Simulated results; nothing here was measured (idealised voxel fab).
The document below concerns the process module designated voxel gate over fins.
This is section cut - it's 220 nm across, gridded in 5 nm square cells.
A cross-section is written here as square cells arranged in a grid, and it is given in bands from the top down, each band taking up one or more rows of cells.
Per band: top height and bottom height in nm, followed by the left-to-right materials and their widths in nm; "edge to edge" marks a single material spanning edge to edge, "air" marks empty space.
A quick word on heights: they are counted from 0, and under that level the wafer as it came to us is one material throughout. The lowest band is different from the rest in having no bottom; it simply continues downward, written as in "z 0 and below".
A two-number width, for instance "30 to 40", indicates that the width is equal to the first number in the top row of the band and to the second number in the bottom row, and that it changes by a constant amount per row of cells.
Where a step carries "left unchanged", the cross-section came out of it unchanged, cell for cell.
"Enclosed void list" specifies each empty space that is not open to the top and that occupies no fewer than 8 cells, using the form width x height at distance, the distance measured from the left edge and all three quantities in nm.
Post-settings text on a step line: simulator's own remark regarding the step.
overlay nm: how far to the right of its planned place the mask lay on this masked step (negative: to the left).
Quick note on how to read the rest: it's all pairs. You get the cross-section before a process step and the one after, but the after one only goes down as far as the lowest band that changed. The step in between, with its settings, sits under the pair. Heads up, the pairs can come from different runs of this module on the same starting wafer, so don't assume a pair picks up from the one above unless its "Before processing step" entry says it does.

[Before processing step]
> z 0 and below: Si edge to edge
> Enclosed void list: none

[Step Result]
> z 10 to 0: SiN edge to edge
> Unchanged below 0.
> Enclosed void list: none
The process step bridging the two cross-sections above: CONFORMAL_DEP: material SiN, thk nm 10

Before processing step: starting point is the after cross-section of the pair just above.

[Step Result]
> z 25 to 10: aC edge to edge
> Unchanged below 10.
> Enclosed void list: none
The process step bridging the two cross-sections above: DIRECTIONAL_DEP: material aC, thk nm 15

Before processing step: starting point is the after cross-section of the pair just above.

[Step Result]
> z 60 to 25: air: 40; resist: 15; air: 25; resist: 15; air: 25; resist: 15; air: 25; resist: 15; air: 45
> Unchanged below 25.
> Enclosed void list: none
The process step bridging the two cross-sections above: PATTERN: tone cover, mask id FINS, material resist, width nm 15, pitch nm 40, thk nm 35, overlay nm 0

Before processing step: starting point is the after cross-section of the pair just above.

[Step Result]
> z 45 to 25: air: 40; resist: 15; air: 25; resist: 15; air: 25; resist: 15; air: 25; resist: 15; air: 45
> z 25 to 10: air: 40; aC: 15; air: 25; aC: 15; air: 25; aC: 15; air: 25; aC: 15; air: 45
> Unchanged below 10.
> Enclosed void list: none
The process step bridging the two cross-sections above: DIRECTIONAL_ETCH: etch materials aC, depth nm 15

Before processing step: starting point is the after cross-section of the pair just above.

[Step Result]
> z 25 to 10: air: 40; aC: 15; air: 25; aC: 15; air: 25; aC: 15; air: 25; aC: 15; air: 45
> Unchanged below 10.
> Enclosed void list: none
The process step bridging the two cross-sections above: STRIP: etch materials resist

Before processing step: starting point is the after cross-section of the pair just above.

[Step Result]
> z 25 to 10: air: 40; aC: 15; air: 25; aC: 15; air: 25; aC: 15; air: 25; aC: 15; air: 45
> z 10 to 0: air: 40; SiN: 15; air: 25; SiN: 15; air: 25; SiN: 15; air: 25; SiN: 15; air: 45
> Unchanged below 0.
> Enclosed void list: none
The process step bridging the two cross-sections above: DIRECTIONAL_ETCH: etch materials SiN, depth nm 10

Before processing step: starting point is the after cross-section of the pair just above.

[Step Result]
> z 25 to 10: air: 40; aC: 15; air: 25; aC: 15; air: 25; aC: 15; air: 25; aC: 15; air: 45
> z 10 to 0: air: 40; SiN: 15; air: 25; SiN: 15; air: 25; SiN: 15; air: 25; SiN: 15; air: 45
> z 0 to -40: air: 40; Si: 15; air: 25; Si: 15; air: 25; Si: 15; air: 25; Si: 15; air: 45
> Unchanged below -40.
> Enclosed void list: none
The process step bridging the two cross-sections above: DIRECTIONAL_ETCH: etch materials Si, depth nm 40

Before processing step: starting point is the after cross-section of the pair just above.

[Step Result]
> z 10 to 0: air: 40; SiN: 15; air: 25; SiN: 15; air: 25; SiN: 15; air: 25; SiN: 15; air: 45
> Unchanged below 0.
> Enclosed void list: none
The process step bridging the two cross-sections above: STRIP: etch materials aC

Before processing step: starting point is the after cross-section of the pair just above.

[Step Result]
> z 10 to 0: air: 40; SiN: 15; air: 25; SiN: 15; air: 25; SiN: 15; air: 25; SiN: 15; air: 45
> z 0 to -40: air: 40; SiO2: 5; Si: 5; SiO2: 5; air: 25; SiO2: 5; Si: 5; SiO2: 5; air: 25; SiO2: 5; Si: 5; SiO2: 5; air: 25; SiO2: 5; Si: 5; SiO2: 5; air: 45
> z -40 to -45: SiO2: 45; Si: 5; SiO2: 35; Si: 5; SiO2: 35; Si: 5; SiO2: 35; Si: 5; SiO2: 50
> Unchanged below -45.
> Enclosed void list: none
The process step bridging the two cross-sections above: OXIDIZE: depth nm 5

Before processing step: starting point is the after cross-section of the pair just above.

[Step Result]
> z 15 to 10: SiO2 edge to edge
> z 10 to 0: SiO2: 40; SiN: 15; SiO2: 25; SiN: 15; SiO2: 25; SiN: 15; SiO2: 25; SiN: 15; SiO2: 45
> z 0 to -45: SiO2: 45; Si: 5; SiO2: 35; Si: 5; SiO2: 35; Si: 5; SiO2: 35; Si: 5; SiO2: 50
> Unchanged below -45.
> Enclosed void list: none
The process step bridging the two cross-sections above: FILL_DEP: material SiO2, thk nm 5

Before processing step: starting point is the after cross-section of the pair just above.

[Step Result]
> z 10 to 0: SiO2: 40; SiN: 15; SiO2: 25; SiN: 15; SiO2: 25; SiN: 15; SiO2: 25; SiN: 15; SiO2: 45
> Unchanged below 0.
> Enclosed void list: none
The process step bridging the two cross-sections above: CMP: height nm 10

Before processing step: starting point is the after cross-section of the pair just above.

[Step Result]
> z 10 to 0: air: 40; SiN: 15; air: 25; SiN: 15; air: 25; SiN: 15; air: 25; SiN: 15; air: 45
> z 0 to -15: air: 45; Si: 5; air: 35; Si: 5; air: 35; Si: 5; air: 35; Si: 5; air: 50
> Unchanged below -15.
> Enclosed void list: none
The process step bridging the two cross-sections above: SELECTIVE_ETCH: etch materials SiO2, depth nm 25

Before processing step: starting point is the after cross-section of the pair just above.

[Step Result]
> z 0 to -15: air: 45; Si: 5; air: 35; Si: 5; air: 35; Si: 5; air: 35; Si: 5; air: 50
> Unchanged below -15.
> Enclosed void list: none
The process step bridging the two cross-sections above: STRIP: etch materials SiN

Before processing step: starting point is the after cross-section of the pair just above.

[Step Result]
> z 5 to 0: air: 40; HfO2: 15; air: 25; HfO2: 15; air: 25; HfO2: 15; air: 25; HfO2: 15; air: 45
> z 0 to -10: air: 40; HfO2: 5; Si: 5; HfO2: 5; air: 25; HfO2: 5; Si: 5; HfO2: 5; air: 25; HfO2: 5; Si: 5; HfO2: 5; air: 25; HfO2: 5; Si: 5; HfO2: 5; air: 45
> z -10 to -15: HfO2: 45; Si: 5; HfO2: 35; Si: 5; HfO2: 35; Si: 5; HfO2: 35; Si: 5; HfO2: 50
> Unchanged below -15.
> Enclosed void list: none
The process step bridging the two cross-sections above: CONFORMAL_DEP: material HfO2, thk nm 5

Before processing step: starting point is the after cross-section of the pair just above.

[Step Result]
> z 10 to 5: air: 35; TiN: 25; air: 15; TiN: 25; air: 15; TiN: 25; air: 15; TiN: 25; air: 40
> z 5 to 0: air: 35; TiN: 5; HfO2: 15; TiN: 5; air: 15; TiN: 5; HfO2: 15; TiN: 5; air: 15; TiN: 5; HfO2: 15; TiN: 5; air: 15; TiN: 5; HfO2: 15; TiN: 5; air: 40
> z 0 to -5: air: 35; TiN: 5; HfO2: 5; Si: 5; HfO2: 5; TiN: 5; air: 15; TiN: 5; HfO2: 5; Si: 5; HfO2: 5; TiN: 5; air: 15; TiN: 5; HfO2: 5; Si: 5; HfO2: 5; TiN: 5; air: 15; TiN: 5; HfO2: 5; Si: 5; HfO2: 5; TiN: 5; air: 40
> z -5 to -10: TiN: 40; HfO2: 5; Si: 5; HfO2: 5; TiN: 25; HfO2: 5; Si: 5; HfO2: 5; TiN: 25; HfO2: 5; Si: 5; HfO2: 5; TiN: 25; HfO2: 5; Si: 5; HfO2: 5; TiN: 45
> Unchanged below -10.
> Enclosed void list: none
The process step bridging the two cross-sections above: CONFORMAL_DEP: material TiN, thk nm 5

Before processing step: starting point is the after cross-section of the pair just above.

[Step Result]
> z 15 to 10: air: 30; TiAl: 35; air: 5; TiAl: 35; air: 5; TiAl: 35; air: 5; TiAl: 35; air: 35
> z 10 to 5: air: 30; TiAl: 5; TiN: 25; TiAl: 5; air: 5; TiAl: 5; TiN: 25; TiAl: 5; air: 5; TiAl: 5; TiN: 25; TiAl: 5; air: 5; TiAl: 5; TiN: 25; TiAl: 5; air: 35
> z 5 to 0: air: 30; TiAl: 5; TiN: 5; HfO2: 15; TiN: 5; TiAl: 5; air: 5; TiAl: 5; TiN: 5; HfO2: 15; TiN: 5; TiAl: 5; air: 5; TiAl: 5; TiN: 5; HfO2: 15; TiN: 5; TiAl: 5; air: 5; TiAl: 5; TiN: 5; HfO2: 15; TiN: 5; TiAl: 5; air: 35
> z 0 to -5: TiAl: 35; TiN: 5; HfO2: 5; Si: 5; HfO2: 5; TiN: 5; TiAl: 15; TiN: 5; HfO2: 5; Si: 5; HfO2: 5; TiN: 5; TiAl: 15; TiN: 5; HfO2: 5; Si: 5; HfO2: 5; TiN: 5; TiAl: 15; TiN: 5; HfO2: 5; Si: 5; HfO2: 5; TiN: 5; TiAl: 40
> Unchanged below -5.
> Enclosed void list: none
The process step bridging the two cross-sections above: CONFORMAL_DEP: material TiAl, thk nm 5

Before processing step: starting point is the after cross-section of the pair just above.

[Step Result]
> z 20 to 15: air: 25; TiN: 165; air: 30
> z 15 to 10: air: 25; TiN: 5; TiAl: 35; TiN: 5; TiAl: 35; TiN: 5; TiAl: 35; TiN: 5; TiAl: 35; TiN: 5; air: 30
> z 10 to 5: air: 25; TiN: 5; TiAl: 5; TiN: 25; TiAl: 5; TiN: 5; TiAl: 5; TiN: 25; TiAl: 5; TiN: 5; TiAl: 5; TiN: 25; TiAl: 5; TiN: 5; TiAl: 5; TiN: 25; TiAl: 5; TiN: 5; air: 30
> z 5 to 0: TiN: 30; TiAl: 5; TiN: 5; HfO2: 15; TiN: 5; TiAl: 5; TiN: 5; TiAl: 5; TiN: 5; HfO2: 15; TiN: 5; TiAl: 5; TiN: 5; TiAl: 5; TiN: 5; HfO2: 15; TiN: 5; TiAl: 5; TiN: 5; TiAl: 5; TiN: 5; HfO2: 15; TiN: 5; TiAl: 5; TiN: 35
> Unchanged below 0.
> Enclosed void list: none
The process step bridging the two cross-sections above: CONFORMAL_DEP: material TiN, thk nm 5

Before processing step: starting point is the after cross-section of the pair just above.

[Step Result]
> z 35 to 20: W edge to edge
> z 20 to 15: W: 25; TiN: 165; W: 30
> z 15 to 10: W: 25; TiN: 5; TiAl: 35; TiN: 5; TiAl: 35; TiN: 5; TiAl: 35; TiN: 5; TiAl: 35; TiN: 5; W: 30
> z 10 to 5: W: 25; TiN: 5; TiAl: 5; TiN: 25; TiAl: 5; TiN: 5; TiAl: 5; TiN: 25; TiAl: 5; TiN: 5; TiAl: 5; TiN: 25; TiAl: 5; TiN: 5; TiAl: 5; TiN: 25; TiAl: 5; TiN: 5; W: 30
> Unchanged below 5.
> Enclosed void list: none
The process step bridging the two cross-sections above: FILL_DEP: material W, thk nm 15

Before processing step: starting point is the after cross-section of the pair just above.

[Step Result]
> z 30 to 20: W edge to edge
> Unchanged below 20.
> Enclosed void list: none
The process step bridging the two cross-sections above: CMP: height nm 30

Before processing step: starting point is the after cross-section of the pair just above.

[Step Result]
> z 35 to 30: SiCN edge to edge
> Unchanged below 30.
> Enclosed void list: none
The process step bridging the two cross-sections above: CONFORMAL_DEP: material SiCN, thk nm 5

[Before processing step]
> z 5 to 0: air: 40; HfO2: 15; air: 25; HfO2: 15; air: 25; HfO2: 15; air: 25; HfO2: 15; air: 45
> z 0 to -10: air: 40; HfO2: 5; Si: 5; HfO2: 5; air: 25; HfO2: 5; Si: 5; HfO2: 5; air: 25; HfO2: 5; Si: 5; HfO2: 5; air: 25; HfO2: 5; Si: 5; HfO2: 5; air: 45
> z -10 to -15: HfO2: 45; Si: 5; HfO2: 35; Si: 5; HfO2: 35; Si: 5; HfO2: 35; Si: 5; HfO2: 50
> z -15 to -45: SiO2: 45; Si: 5; SiO2: 35; Si: 5; SiO2: 35; Si: 5; SiO2: 35; Si: 5; SiO2: 50
> z -45 and below: Si edge to edge
> Enclosed void list: none

[Step Result]
> z 10 to 5: air: 35; TiAl: 25; air: 15; TiAl: 25; air: 15; TiAl: 25; air: 15; TiAl: 25; air: 40
> z 5 to 0: air: 35; TiAl: 5; HfO2: 15; TiAl: 5; air: 15; TiAl: 5; HfO2: 15; TiAl: 5; air: 15; TiAl: 5; HfO2: 15; TiAl: 5; air: 15; TiAl: 5; HfO2: 15; TiAl: 5; air: 40
> z 0 to -5: air: 35; TiAl: 5; HfO2: 5; Si: 5; HfO2: 5; TiAl: 5; air: 15; TiAl: 5; HfO2: 5; Si: 5; HfO2: 5; TiAl: 5; air: 15; TiAl: 5; HfO2: 5; Si: 5; HfO2: 5; TiAl: 5; air: 15; TiAl: 5; HfO2: 5; Si: 5; HfO2: 5; TiAl: 5; air: 40
> z -5 to -10: TiAl: 40; HfO2: 5; Si: 5; HfO2: 5; TiAl: 25; HfO2: 5; Si: 5; HfO2: 5; TiAl: 25; HfO2: 5; Si: 5; HfO2: 5; TiAl: 25; HfO2: 5; Si: 5; HfO2: 5; TiAl: 45
> Unchanged below -10.
> Enclosed void list: none
The process step bridging the two cross-sections above: CONFORMAL_DEP: material TiAl, thk nm 5

Before processing step: starting point is the after cross-section of the pair just above.

[Step Result]
> z 15 to 10: air: 30; TiN: 35; air: 5; TiN: 35; air: 5; TiN: 35; air: 5; TiN: 35; air: 35
> z 10 to 5: air: 30; TiN: 5; TiAl: 25; TiN: 5; air: 5; TiN: 5; TiAl: 25; TiN: 5; air: 5; TiN: 5; TiAl: 25; TiN: 5; air: 5; TiN: 5; TiAl: 25; TiN: 5; air: 35
> z 5 to 0: air: 30; TiN: 5; TiAl: 5; HfO2: 15; TiAl: 5; TiN: 5; air: 5; TiN: 5; TiAl: 5; HfO2: 15; TiAl: 5; TiN: 5; air: 5; TiN: 5; TiAl: 5; HfO2: 15; TiAl: 5; TiN: 5; air: 5; TiN: 5; TiAl: 5; HfO2: 15; TiAl: 5; TiN: 5; air: 35
> z 0 to -5: TiN: 35; TiAl: 5; HfO2: 5; Si: 5; HfO2: 5; TiAl: 5; TiN: 15; TiAl: 5; HfO2: 5; Si: 5; HfO2: 5; TiAl: 5; TiN: 15; TiAl: 5; HfO2: 5; Si: 5; HfO2: 5; TiAl: 5; TiN: 15; TiAl: 5; HfO2: 5; Si: 5; HfO2: 5; TiAl: 5; TiN: 40
> Unchanged below -5.
> Enclosed void list: none
The process step bridging the two cross-sections above: CONFORMAL_DEP: material TiN, thk nm 5

Before processing step: starting point is the after cross-section of the pair just above.

[Step Result]
> z 30 to 15: W edge to edge
> z 15 to 10: W: 30; TiN: 35; W: 5; TiN: 35; W: 5; TiN: 35; W: 5; TiN: 35; W: 35
> z 10 to 5: W: 30; TiN: 5; TiAl: 25; TiN: 5; W: 5; TiN: 5; TiAl: 25; TiN: 5; W: 5; TiN: 5; TiAl: 25; TiN: 5; W: 5; TiN: 5; TiAl: 25; TiN: 5; W: 35
> z 5 to 0: W: 30; TiN: 5; TiAl: 5; HfO2: 15; TiAl: 5; TiN: 5; W: 5; TiN: 5; TiAl: 5; HfO2: 15; TiAl: 5; TiN: 5; W: 5; TiN: 5; TiAl: 5; HfO2: 15; TiAl: 5; TiN: 5; W: 5; TiN: 5; TiAl: 5; HfO2: 15; TiAl: 5; TiN: 5; W: 35
> Unchanged below 0.
> Enclosed void list: none
The process step bridging the two cross-sections above: FILL_DEP: material W, thk nm 15

Before processing step: starting point is the after cross-section of the pair just above.

[Step Result]
> z 35 to 30: SiCN edge to edge
> Unchanged below 30.
> Enclosed void list: none
The process step bridging the two cross-sections above: CONFORMAL_DEP: material SiCN, thk nm 5

[Before processing step]
> z 10 to 0: air: 40; SiN: 15; air: 25; SiN: 15; air: 25; SiN: 15; air: 25; SiN: 15; air: 45
> z 0 to -15: air: 45; Si: 5; air: 35; Si: 5; air: 35; Si: 5; air: 35; Si: 5; air: 50
> z -15 to -45: SiO2: 45; Si: 5; SiO2: 35; Si: 5; SiO2: 35; Si: 5; SiO2: 35; Si: 5; SiO2: 50
> z -45 and below: Si edge to edge
> Enclosed void list: none

[Step Result]
> z 10 to 0: air: 40; SiN: 15; air: 25; SiN: 15; air: 25; SiN: 15; air: 25; SiN: 15; air: 45
> z 0 to -40: air: 45; Si: 5; air: 35; Si: 5; air: 35; Si: 5; air: 35; Si: 5; air: 50
> Unchanged below -40.
> Enclosed void list: none
The process step bridging the two cross-sections above: SELECTIVE_ETCH: etch materials SiO2, depth nm 25

Before processing step: starting point is the after cross-section of the pair just above.

[Step Result]
> z 0 to -40: air: 45; Si: 5; air: 35; Si: 5; air: 35; Si: 5; air: 35; Si: 5; air: 50
> Unchanged below -40.
> Enclosed void list: none
The process step bridging the two cross-sections above: STRIP: etch materials SiN

Before processing step: starting point is the after cross-section of the pair just above.

[Step Result]
> z 5 to 0: air: 40; HfO2: 15; air: 25; HfO2: 15; air: 25; HfO2: 15; air: 25; HfO2: 15; air: 45
> z 0 to -35: air: 40; HfO2: 5; Si: 5; HfO2: 5; air: 25; HfO2: 5; Si: 5; HfO2: 5; air: 25; HfO2: 5; Si: 5; HfO2: 5; air: 25; HfO2: 5; Si: 5; HfO2: 5; air: 45
> z -35 to -40: HfO2: 45; Si: 5; HfO2: 35; Si: 5; HfO2: 35; Si: 5; HfO2: 35; Si: 5; HfO2: 50
> Unchanged below -40.
> Enclosed void list: none
The process step bridging the two cross-sections above: CONFORMAL_DEP: material HfO2, thk nm 5

Before processing step: starting point is the after cross-section of the pair just above.

[Step Result]
> z 10 to 5: air: 35; TiN: 25; air: 15; TiN: 25; air: 15; TiN: 25; air: 15; TiN: 25; air: 40
> z 5 to 0: air: 35; TiN: 5; HfO2: 15; TiN: 5; air: 15; TiN: 5; HfO2: 15; TiN: 5; air: 15; TiN: 5; HfO2: 15; TiN: 5; air: 15; TiN: 5; HfO2: 15; TiN: 5; air: 40
> z 0 to -30: air: 35; TiN: 5; HfO2: 5; Si: 5; HfO2: 5; TiN: 5; air: 15; TiN: 5; HfO2: 5; Si: 5; HfO2: 5; TiN: 5; air: 15; TiN: 5; HfO2: 5; Si: 5; HfO2: 5; TiN: 5; air: 15; TiN: 5; HfO2: 5; Si: 5; HfO2: 5; TiN: 5; air: 40
> z -30 to -35: TiN: 40; HfO2: 5; Si: 5; HfO2: 5; TiN: 25; HfO2: 5; Si: 5; HfO2: 5; TiN: 25; HfO2: 5; Si: 5; HfO2: 5; TiN: 25; HfO2: 5; Si: 5; HfO2: 5; TiN: 45
> Unchanged below -35.
> Enclosed void list: none
The process step bridging the two cross-sections above: CONFORMAL_DEP: material TiN, thk nm 5

Before processing step: starting point is the after cross-section of the pair just above.

[Step Result]
> z 15 to 10: air: 30; TiAl: 35; air: 5; TiAl: 35; air: 5; TiAl: 35; air: 5; TiAl: 35; air: 35
> z 10 to 5: air: 30; TiAl: 5; TiN: 25; TiAl: 5; air: 5; TiAl: 5; TiN: 25; TiAl: 5; air: 5; TiAl: 5; TiN: 25; TiAl: 5; air: 5; TiAl: 5; TiN: 25; TiAl: 5; air: 35
> z 5 to 0: air: 30; TiAl: 5; TiN: 5; HfO2: 15; TiN: 5; TiAl: 5; air: 5; TiAl: 5; TiN: 5; HfO2: 15; TiN: 5; TiAl: 5; air: 5; TiAl: 5; TiN: 5; HfO2: 15; TiN: 5; TiAl: 5; air: 5; TiAl: 5; TiN: 5; HfO2: 15; TiN: 5; TiAl: 5; air: 35
> z 0 to -25: air: 30; TiAl: 5; TiN: 5; HfO2: 5; Si: 5; HfO2: 5; TiN: 5; TiAl: 5; air: 5; TiAl: 5; TiN: 5; HfO2: 5; Si: 5; HfO2: 5; TiN: 5; TiAl: 5; air: 5; TiAl: 5; TiN: 5; HfO2: 5; Si: 5; HfO2: 5; TiN: 5; TiAl: 5; air: 5; TiAl: 5; TiN: 5; HfO2: 5; Si: 5; HfO2: 5; TiN: 5; TiAl: 5; air: 35
> z -25 to -30: TiAl: 35; TiN: 5; HfO2: 5; Si: 5; HfO2: 5; TiN: 5; TiAl: 15; TiN: 5; HfO2: 5; Si: 5; HfO2: 5; TiN: 5; TiAl: 15; TiN: 5; HfO2: 5; Si: 5; HfO2: 5; TiN: 5; TiAl: 15; TiN: 5; HfO2: 5; Si: 5; HfO2: 5; TiN: 5; TiAl: 40
> Unchanged below -30.
> Enclosed void list: none
The process step bridging the two cross-sections above: CONFORMAL_DEP: material TiAl, thk nm 5

Before processing step: starting point is the after cross-section of the pair just above.

[Step Result]
> z 20 to 15: air: 25; TiN: 165; air: 30
> z 15 to 10: air: 25; TiN: 5; TiAl: 35; TiN: 5; TiAl: 35; TiN: 5; TiAl: 35; TiN: 5; TiAl: 35; TiN: 5; air: 30
> z 10 to 5: air: 25; TiN: 5; TiAl: 5; TiN: 25; TiAl: 5; TiN: 5; TiAl: 5; TiN: 25; TiAl: 5; TiN: 5; TiAl: 5; TiN: 25; TiAl: 5; TiN: 5; TiAl: 5; TiN: 25; TiAl: 5; TiN: 5; air: 30
> z 5 to 0: air: 25; TiN: 5; TiAl: 5; TiN: 5; HfO2: 15; TiN: 5; TiAl: 5; TiN: 5; TiAl: 5; TiN: 5; HfO2: 15; TiN: 5; TiAl: 5; TiN: 5; TiAl: 5; TiN: 5; HfO2: 15; TiN: 5; TiAl: 5; TiN: 5; TiAl: 5; TiN: 5; HfO2: 15; TiN: 5; TiAl: 5; TiN: 5; air: 30
> z 0 to -20: air: 25; TiN: 5; TiAl: 5; TiN: 5; HfO2: 5; Si: 5; HfO2: 5; TiN: 5; TiAl: 5; TiN: 5; TiAl: 5; TiN: 5; HfO2: 5; Si: 5; HfO2: 5; TiN: 5; TiAl: 5; TiN: 5; TiAl: 5; TiN: 5; HfO2: 5; Si: 5; HfO2: 5; TiN: 5; TiAl: 5; TiN: 5; TiAl: 5; TiN: 5; HfO2: 5; Si: 5; HfO2: 5; TiN: 5; TiAl: 5; TiN: 5; air: 30
> z -20 to -25: TiN: 30; TiAl: 5; TiN: 5; HfO2: 5; Si: 5; HfO2: 5; TiN: 5; TiAl: 5; TiN: 5; TiAl: 5; TiN: 5; HfO2: 5; Si: 5; HfO2: 5; TiN: 5; TiAl: 5; TiN: 5; TiAl: 5; TiN: 5; HfO2: 5; Si: 5; HfO2: 5; TiN: 5; TiAl: 5; TiN: 5; TiAl: 5; TiN: 5; HfO2: 5; Si: 5; HfO2: 5; TiN: 5; TiAl: 5; TiN: 35
> Unchanged below -25.
> Enclosed void list: none
The process step bridging the two cross-sections above: CONFORMAL_DEP: material TiN, thk nm 5

Before processing step: starting point is the after cross-section of the pair just above.

[Step Result]
> z 35 to 20: W edge to edge
> z 20 to 15: W: 25; TiN: 165; W: 30
> z 15 to 10: W: 25; TiN: 5; TiAl: 35; TiN: 5; TiAl: 35; TiN: 5; TiAl: 35; TiN: 5; TiAl: 35; TiN: 5; W: 30
> z 10 to 5: W: 25; TiN: 5; TiAl: 5; TiN: 25; TiAl: 5; TiN: 5; TiAl: 5; TiN: 25; TiAl: 5; TiN: 5; TiAl: 5; TiN: 25; TiAl: 5; TiN: 5; TiAl: 5; TiN: 25; TiAl: 5; TiN: 5; W: 30
> z 5 to 0: W: 25; TiN: 5; TiAl: 5; TiN: 5; HfO2: 15; TiN: 5; TiAl: 5; TiN: 5; TiAl: 5; TiN: 5; HfO2: 15; TiN: 5; TiAl: 5; TiN: 5; TiAl: 5; TiN: 5; HfO2: 15; TiN: 5; TiAl: 5; TiN: 5; TiAl: 5; TiN: 5; HfO2: 15; TiN: 5; TiAl: 5; TiN: 5; W: 30
> z 0 to -20: W: 25; TiN: 5; TiAl: 5; TiN: 5; HfO2: 5; Si: 5; HfO2: 5; TiN: 5; TiAl: 5; TiN: 5; TiAl: 5; TiN: 5; HfO2: 5; Si: 5; HfO2: 5; TiN: 5; TiAl: 5; TiN: 5; TiAl: 5; TiN: 5; HfO2: 5; Si: 5; HfO2: 5; TiN: 5; TiAl: 5; TiN: 5; TiAl: 5; TiN: 5; HfO2: 5; Si: 5; HfO2: 5; TiN: 5; TiAl: 5; TiN: 5; W: 30
> Unchanged below -20.
> Enclosed void list: none
The process step bridging the two cross-sections above: FILL_DEP: material W, thk nm 15

Before processing step: starting point is the after cross-section of the pair just above.

[Step Result]
> z 30 to 20: W edge to edge
> Unchanged below 20.
> Enclosed void list: none
The process step bridging the two cross-sections above: CMP: height nm 30

Before processing step: starting point is the after cross-section of the pair just above.

[Step Result]
> z 35 to 30: SiCN edge to edge
> Unchanged below 30.
> Enclosed void list: none
The process step bridging the two cross-sections above: CONFORMAL_DEP: material SiCN, thk nm 5

[Before processing step]
> z 10 to 5: air: 35; TiN: 25; air: 15; TiN: 25; air: 15; TiN: 25; air: 15; TiN: 25; air: 40
> z 5 to 0: air: 35; TiN: 5; HfO2: 15; TiN: 5; air: 15; TiN: 5; HfO2: 15; TiN: 5; air: 15; TiN: 5; HfO2: 15; TiN: 5; air: 15; TiN: 5; HfO2: 15; TiN: 5; air: 40
> z 0 to -5: air: 35; TiN: 5; HfO2: 5; Si: 5; HfO2: 5; TiN: 5; air: 15; TiN: 5; HfO2: 5; Si: 5; HfO2: 5; TiN: 5; air: 15; TiN: 5; HfO2: 5; Si: 5; HfO2: 5; TiN: 5; air: 15; TiN: 5; HfO2: 5; Si: 5; HfO2: 5; TiN: 5; air: 40
> z -5 to -10: TiN: 40; HfO2: 5; Si: 5; HfO2: 5; TiN: 25; HfO2: 5; Si: 5; HfO2: 5; TiN: 25; HfO2: 5; Si: 5; HfO2: 5; TiN: 25; HfO2: 5; Si: 5; HfO2: 5; TiN: 45
> z -10 to -15: HfO2: 45; Si: 5; HfO2: 35; Si: 5; HfO2: 35; Si: 5; HfO2: 35; Si: 5; HfO2: 50
> z -15 to -45: SiO2: 45; Si: 5; SiO2: 35; Si: 5; SiO2: 35; Si: 5; SiO2: 35; Si: 5; SiO2: 50
> z -45 and below: Si edge to edge
> Enclosed void list: none

[Step Result]
> z 15 to 5: air: 30; TiN: 35; air: 5; TiN: 35; air: 5; TiN: 35; air: 5; TiN: 35; air: 35
> z 5 to 0: air: 30; TiN: 10; HfO2: 15; TiN: 10; air: 5; TiN: 10; HfO2: 15; TiN: 10; air: 5; TiN: 10; HfO2: 15; TiN: 10; air: 5; TiN: 10; HfO2: 15; TiN: 10; air: 35
> z 0 to -10: TiN: 40; HfO2: 5; Si: 5; HfO2: 5; TiN: 25; HfO2: 5; Si: 5; HfO2: 5; TiN: 25; HfO2: 5; Si: 5; HfO2: 5; TiN: 25; HfO2: 5; Si: 5; HfO2: 5; TiN: 45
> Unchanged below -10.
> Enclosed void list: none
The process step bridging the two cross-sections above: CONFORMAL_DEP: material TiN, thk nm 5

Before processing step: starting point is the after cross-section of the pair just above.

[Step Result]
> z 20 to 15: air: 25; TiAl: 165; air: 30
> z 15 to 5: air: 25; TiAl: 5; TiN: 35; TiAl: 5; TiN: 35; TiAl: 5; TiN: 35; TiAl: 5; TiN: 35; TiAl: 5; air: 30
> z 5 to 0: TiAl: 30; TiN: 10; HfO2: 15; TiN: 10; TiAl: 5; TiN: 10; HfO2: 15; TiN: 10; TiAl: 5; TiN: 10; HfO2: 15; TiN: 10; TiAl: 5; TiN: 10; HfO2: 15; TiN: 10; TiAl: 35
> Unchanged below 0.
> Enclosed void list: none
The process step bridging the two cross-sections above: CONFORMAL_DEP: material TiAl, thk nm 5

Before processing step: starting point is the after cross-section of the pair just above.

[Step Result]
> z 35 to 20: W edge to edge
> z 20 to 15: W: 25; TiAl: 165; W: 30
> z 15 to 5: W: 25; TiAl: 5; TiN: 35; TiAl: 5; TiN: 35; TiAl: 5; TiN: 35; TiAl: 5; TiN: 35; TiAl: 5; W: 30
> Unchanged below 5.
> Enclosed void list: none
The process step bridging the two cross-sections above: FILL_DEP: material W, thk nm 15

Before processing step: starting point is the after cross-section of the pair just above.

[Step Result]
> z 30 to 20: W edge to edge
> Unchanged below 20.
> Enclosed void list: none
The process step bridging the two cross-sections above: CMP: height nm 30

Before processing step: starting point is the after cross-section of the pair just above.

[Step Result]
> z 35 to 30: SiCN edge to edge
> Unchanged below 30.
> Enclosed void list: none
The process step bridging the two cross-sections above: CONFORMAL_DEP: material SiCN, thk nm 5

[Before processing step]
> z 25 to 10: air: 40; aC: 15; air: 25; aC: 15; air: 25; aC: 15; air: 25; aC: 15; air: 45
> z 10 to 0: air: 40; SiN: 15; air: 25; SiN: 15; air: 25; SiN: 15; air: 25; SiN: 15; air: 45
> z 0 and below: Si edge to edge
> Enclosed void list: none

[Step Result]
> z 25 to 10: air: 40; aC: 15; air: 25; aC: 15; air: 25; aC: 15; air: 25; aC: 15; air: 45
> z 10 to 0: air: 40; SiN: 15; air: 25; SiN: 15; air: 25; SiN: 15; air: 25; SiN: 15; air: 45
> z 0 to -45: air: 40; Si: 15; air: 25; Si: 15; air: 25; Si: 15; air: 25; Si: 15; air: 45
> Unchanged below -45.
> Enclosed void list: none
The process step bridging the two cross-sections above: DIRECTIONAL_ETCH: etch materials Si, depth nm 45

Before processing step: starting point is the after cross-section of the pair just above.

[Step Result]
> z 10 to 0: air: 40; SiN: 15; air: 25; SiN: 15; air: 25; SiN: 15; air: 25; SiN: 15; air: 45
> Unchanged below 0.
> Enclosed void list: none
The process step bridging the two cross-sections above: STRIP: etch materials aC

Before processing step: starting point is the after cross-section of the pair just above.

[Step Result]
> z 10 to 0: air: 40; SiN: 15; air: 25; SiN: 15; air: 25; SiN: 15; air: 25; SiN: 15; air: 45
> z 0 to -45: air: 40; SiO2: 5; Si: 5; SiO2: 5; air: 25; SiO2: 5; Si: 5; SiO2: 5; air: 25; SiO2: 5; Si: 5; SiO2: 5; air: 25; SiO2: 5; Si: 5; SiO2: 5; air: 45
> z -45 to -50: SiO2: 45; Si: 5; SiO2: 35; Si: 5; SiO2: 35; Si: 5; SiO2: 35; Si: 5; SiO2: 50
> Unchanged below -50.
> Enclosed void list: none
The process step bridging the two cross-sections above: OXIDIZE: depth nm 5
